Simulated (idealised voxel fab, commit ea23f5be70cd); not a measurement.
Presented below is a process module, voxel self aligned contacts.
cross-section cut | 240 nm wide | cells 5 nm
Just so we're on the same page, the cross-sections are grids of square cells, and they're listed out in bands top to bottom, each band one or more rows deep. Look at the band entry: it leads with the top's height and the bottom's height in nm. Then it lists the materials left to right, with a width in nm for each. The word "edge to edge" on a single material says that material fills the band edge to edge. The word "empty" is empty space. All heights in this document are referenced to 0, defined as the level beneath which the wafer, as received, consists entirely of one material. The lowest band is not bounded below; it extends indefinitely downward and is written in the form "0 nm and below". Read "30..40" as a graded width: first number on top, second number at the bottom, same change between each pair of neighbouring rows. "nothing was modified" after a step means that no cell of the cross-section changed. "Enclosed internal voids" contains a list of empty spaces, each no smaller than 8 cells and without an open way to the top, written in the form width x height at distance with the distance from the left edge and all three in nm. Heads up: the bit after the settings on a step's line is the simulator's remark on that step. overlay nm: mask right of planned place by this much (step with mask). Neg. = left. Before/after cross-section pairs, one process step each; after shown to lowest changed band; step and settings beneath. Pairs may be from different runs of this module on the same starting wafer; a pair continues from the one above only where its "Pre-process" entry says so.

-- Pre-process
* 60 nm to 50 nm | 55 nm SiO2 / 5..25 nm TiN / 45..5 nm polySi / 5..25 nm TiN / 15 nm SiO2 / 5..25 nm TiN / 45..5 nm polySi / 5..25 nm TiN / 60 nm SiO2
* 50 nm to 30 nm | 20 nm SiO2 / 55 nm SiN / 5 nm TiN / 5 nm polySi / 5 nm TiN / 55 nm SiN / 5 nm TiN / 5 nm polySi / 5 nm TiN / 55 nm SiN / 25 nm SiO2
* 30 nm to 0 nm | 20 nm SiO2 / 10 nm SiN / 35 nm polySi / 10 nm SiN / 5 nm TiN / 5 nm polySi / 5 nm TiN / 10 nm SiN / 35 nm polySi / 10 nm SiN / 5 nm TiN / 5 nm polySi / 5 nm TiN / 10 nm SiN / 35 nm polySi / 10 nm SiN / 25 nm SiO2
* 0 nm to -5 nm | 75 nm SiO2 / 15 nm TiN / 55 nm SiO2 / 15 nm TiN / 80 nm SiO2
* -5 nm and below | Si edge to edge
* Enclosed internal voids: none

-- Sectional View, Post-Process
* 65 nm to 60 nm | SiCN edge to edge
* All layers under 60 are left as they were.
* Enclosed internal voids: none
The structure goes from the before cross-section above to the after cross-section through CONFORMAL_DEP with material SiCN, thk nm 5

-- Pre-process
* 50 nm to 30 nm | SiN edge to edge
* 30 nm to 0 nm | polySi edge to edge
* 0 nm to -5 nm | SiO2 edge to edge
* -5 nm and below | Si edge to edge
* Enclosed internal voids: none

-- Sectional View, Post-Process
* 65 nm to 50 nm | 30 nm resist / 35 nm empty / 35 nm resist / 35 nm empty / 35 nm resist / 35 nm empty / 35 nm resist
* All layers under 50 are left as they were.
* Enclosed internal voids: none
The structure goes from the before cross-section above to the after cross-section through PATTERN with tone open, mask id GATE, material resist, width nm 35, pitch nm 70, thk nm 15, overlay nm 0

Pre-process: The initial state for this step is given by the after cross-section of the immediately preceding pair.

-- Sectional View, Post-Process
* 65 nm to 50 nm | 30 nm resist / 35 nm empty / 35 nm resist / 35 nm empty / 35 nm resist / 35 nm empty / 35 nm resist
* 50 nm to 30 nm | 30 nm SiN / 35 nm empty / 35 nm SiN / 35 nm empty / 35 nm SiN / 35 nm empty / 35 nm SiN
* All layers under 30 are left as they were.
* Enclosed internal voids: none
The structure goes from the before cross-section above to the after cross-section through DIRECTIONAL_ETCH with etch materials SiN, depth nm 20

Pre-process: The initial state for this step is given by the after cross-section of the immediately preceding pair.

-- Sectional View, Post-Process
* 65 nm to 50 nm | 30 nm resist / 35 nm empty / 35 nm resist / 35 nm empty / 35 nm resist / 35 nm empty / 35 nm resist
* 50 nm to 30 nm | 30 nm SiN / 35 nm empty / 35 nm SiN / 35 nm empty / 35 nm SiN / 35 nm empty / 35 nm SiN
* 30 nm to 0 nm | 30 nm polySi / 35 nm empty / 35 nm polySi / 35 nm empty / 35 nm polySi / 35 nm empty / 35 nm polySi
* All layers under 0 are left as they were.
* Enclosed internal voids: none
The structure goes from the before cross-section above to the after cross-section through DIRECTIONAL_ETCH with etch materials polySi, depth nm 30

Pre-process: The initial state for this step is given by the after cross-section of the immediately preceding pair.

-- Sectional View, Post-Process
* 50 nm to 30 nm | 30 nm SiN / 35 nm empty / 35 nm SiN / 35 nm empty / 35 nm SiN / 35 nm empty / 35 nm SiN
* All layers under 30 are left as they were.
* Enclosed internal voids: none
The structure goes from the before cross-section above to the after cross-section through STRIP with etch materials resist

Pre-process: The initial state for this step is given by the after cross-section of the immediately preceding pair.

-- Sectional View, Post-Process
* 60 nm to 30 nm | 40 nm SiN / 15 nm empty / 55 nm SiN / 15 nm empty / 55 nm SiN / 15 nm empty / 45 nm SiN
* 30 nm to 10 nm | 30 nm polySi / 10 nm SiN / 15 nm empty / 10 nm SiN / 35 nm polySi / 10 nm SiN / 15 nm empty / 10 nm SiN / 35 nm polySi / 10 nm SiN / 15 nm empty / 10 nm SiN / 35 nm polySi
* 10 nm to 0 nm | 30 nm polySi / 35 nm SiN / 35 nm polySi / 35 nm SiN / 35 nm polySi / 35 nm SiN / 35 nm polySi
* All layers under 0 are left as they were.
* Enclosed internal voids: none
The structure goes from the before cross-section above to the after cross-section through CONFORMAL_DEP with material SiN, thk nm 10

Pre-process: The initial state for this step is given by the after cross-section of the immediately preceding pair.

-- Sectional View, Post-Process
* 50 nm to 30 nm | 40 nm SiN / 15 nm empty / 55 nm SiN / 15 nm empty / 55 nm SiN / 15 nm empty / 45 nm SiN
* 30 nm to 0 nm | 30 nm polySi / 10 nm SiN / 15 nm empty / 10 nm SiN / 35 nm polySi / 10 nm SiN / 15 nm empty / 10 nm SiN / 35 nm polySi / 10 nm SiN / 15 nm empty / 10 nm SiN / 35 nm polySi
* All layers under 0 are left as they were.
* Enclosed internal voids: none
The structure goes from the before cross-section above to the after cross-section through DIRECTIONAL_ETCH with etch materials SiN, depth nm 10

Pre-process: The initial state for this step is given by the after cross-section of the immediately preceding pair.

-- Sectional View, Post-Process
* 65 nm to 50 nm | SiO2 edge to edge
* 50 nm to 30 nm | 40 nm SiN / 15 nm SiO2 / 55 nm SiN / 15 nm SiO2 / 55 nm SiN / 15 nm SiO2 / 45 nm SiN
* 30 nm to 0 nm | 30 nm polySi / 10 nm SiN / 15 nm SiO2 / 10 nm SiN / 35 nm polySi / 10 nm SiN / 15 nm SiO2 / 10 nm SiN / 35 nm polySi / 10 nm SiN / 15 nm SiO2 / 10 nm SiN / 35 nm polySi
* All layers under 0 are left as they were.
* Enclosed internal voids: none
The structure goes from the before cross-section above to the after cross-section through FILL_DEP with material SiO2, thk nm 15

Pre-process: The initial state for this step is given by the after cross-section of the immediately preceding pair.

-- Sectional View, Post-Process
* 60 nm to 50 nm | SiO2 edge to edge
* All layers under 50 are left as they were.
* Enclosed internal voids: none
The structure goes from the before cross-section above to the after cross-section through CMP with height nm 60

Pre-process: The initial state for this step is given by the after cross-section of the immediately preceding pair.

-- Sectional View, Post-Process
* 70 nm to 60 nm | aC edge to edge
* All layers under 60 are left as they were.
* Enclosed internal voids: none
The structure goes from the before cross-section above to the after cross-section through DIRECTIONAL_DEP with material aC, thk nm 10

Pre-process: The initial state for this step is given by the after cross-section of the immediately preceding pair.

-- Sectional View, Post-Process
* 100 nm to 70 nm | 55 nm resist / 55 nm empty / 15 nm resist / 55 nm empty / 60 nm resist
* All layers under 70 are left as they were.
* Enclosed internal voids: none
The structure goes from the before cross-section above to the after cross-section through PATTERN with tone open, mask id CONTACT, material resist, width nm 55, pitch nm 70, thk nm 30, overlay nm 0

Pre-process: The initial state for this step is given by the after cross-section of the immediately preceding pair.

-- Sectional View, Post-Process
* 90 nm to 70 nm | 55 nm resist / 55 nm empty / 15 nm resist / 55 nm empty / 60 nm resist
* 70 nm to 60 nm | 55 nm aC / 55 nm empty / 15 nm aC / 55 nm empty / 60 nm aC
* All layers under 60 are left as they were.
* Enclosed internal voids: none
The structure goes from the before cross-section above to the after cross-section through DIRECTIONAL_ETCH with etch materials aC, depth nm 10

Pre-process: The initial state for this step is given by the after cross-section of the immediately preceding pair.

-- Sectional View, Post-Process
* 70 nm to 60 nm | 55 nm aC / 55 nm empty / 15 nm aC / 55 nm empty / 60 nm aC
* All layers under 60 are left as they were.
* Enclosed internal voids: none
The structure goes from the before cross-section above to the after cross-section through STRIP with etch materials resist

Pre-process: The initial state for this step is given by the after cross-section of the immediately preceding pair.

-- Sectional View, Post-Process
* 70 nm to 60 nm | 55 nm aC / 55 nm empty / 15 nm aC / 55 nm empty / 60 nm aC
* 60 nm to 50 nm | 55 nm SiO2 / 55 nm empty / 15 nm SiO2 / 55 nm empty / 60 nm SiO2
* All layers under 50 are left as they were.
* Enclosed internal voids: none
The structure goes from the before cross-section above to the after cross-section through DIRECTIONAL_ETCH with etch materials SiO2, depth nm 65

Pre-process: The initial state for this step is given by the after cross-section of the immediately preceding pair.

-- Sectional View, Post-Process
* 60 nm to 50 nm | 55 nm SiO2 / 55 nm empty / 15 nm SiO2 / 55 nm empty / 60 nm SiO2
* All layers under 50 are left as they were.
* Enclosed internal voids: none
The structure goes from the before cross-section above to the after cross-section through STRIP with etch materials aC

Pre-process: The initial state for this step is given by the after cross-section of the immediately preceding pair.

-- Sectional View, Post-Process
* 65 nm to 60 nm | 60 nm TiN / 45 nm empty / 25 nm TiN / 45 nm empty / 65 nm TiN
* 60 nm to 55 nm | 55 nm SiO2 / 5 nm TiN / 45 nm empty / 5 nm TiN / 15 nm SiO2 / 5 nm TiN / 45 nm empty / 5 nm TiN / 60 nm SiO2
* 55 nm to 50 nm | 55 nm SiO2 / 55 nm TiN / 15 nm SiO2 / 55 nm TiN / 60 nm SiO2
* All layers under 50 are left as they were.
* Enclosed internal voids: none
The structure goes from the before cross-section above to the after cross-section through CONFORMAL_DEP with material TiN, thk nm 5

Pre-process: The initial state for this step is given by the after cross-section of the immediately preceding pair.

-- Sectional View, Post-Process
* 70 nm to 65 nm | W edge to edge
* 65 nm to 60 nm | 60 nm TiN / 45 nm W / 25 nm TiN / 45 nm W / 65 nm TiN
* 60 nm to 55 nm | 55 nm SiO2 / 5 nm TiN / 45 nm W / 5 nm TiN / 15 nm SiO2 / 5 nm TiN / 45 nm W / 5 nm TiN / 60 nm SiO2
* All layers under 55 are left as they were.
* Enclosed internal voids: none
The structure goes from the before cross-section above to the after cross-section through FILL_DEP with material W, thk nm 5

Pre-process: The initial state for this step is given by the after cross-section of the immediately preceding pair.

-- Sectional View, Post-Process
* 60 nm to 55 nm | 55 nm SiO2 / 5 nm TiN / 45 nm W / 5 nm TiN / 15 nm SiO2 / 5 nm TiN / 45 nm W / 5 nm TiN / 60 nm SiO2
* All layers under 55 are left as they were.
* Enclosed internal voids: none
The structure goes from the before cross-section above to the after cross-section through CMP with height nm 60

Pre-process: The initial state for this step is given by the after cross-section of the immediately preceding pair.

-- Sectional View, Post-Process
* 65 nm to 60 nm | SiCN edge to edge
* All layers under 60 are left as they were.
* Enclosed internal voids: none
The structure goes from the before cross-section above to the after cross-section through CONFORMAL_DEP with material SiCN, thk nm 5
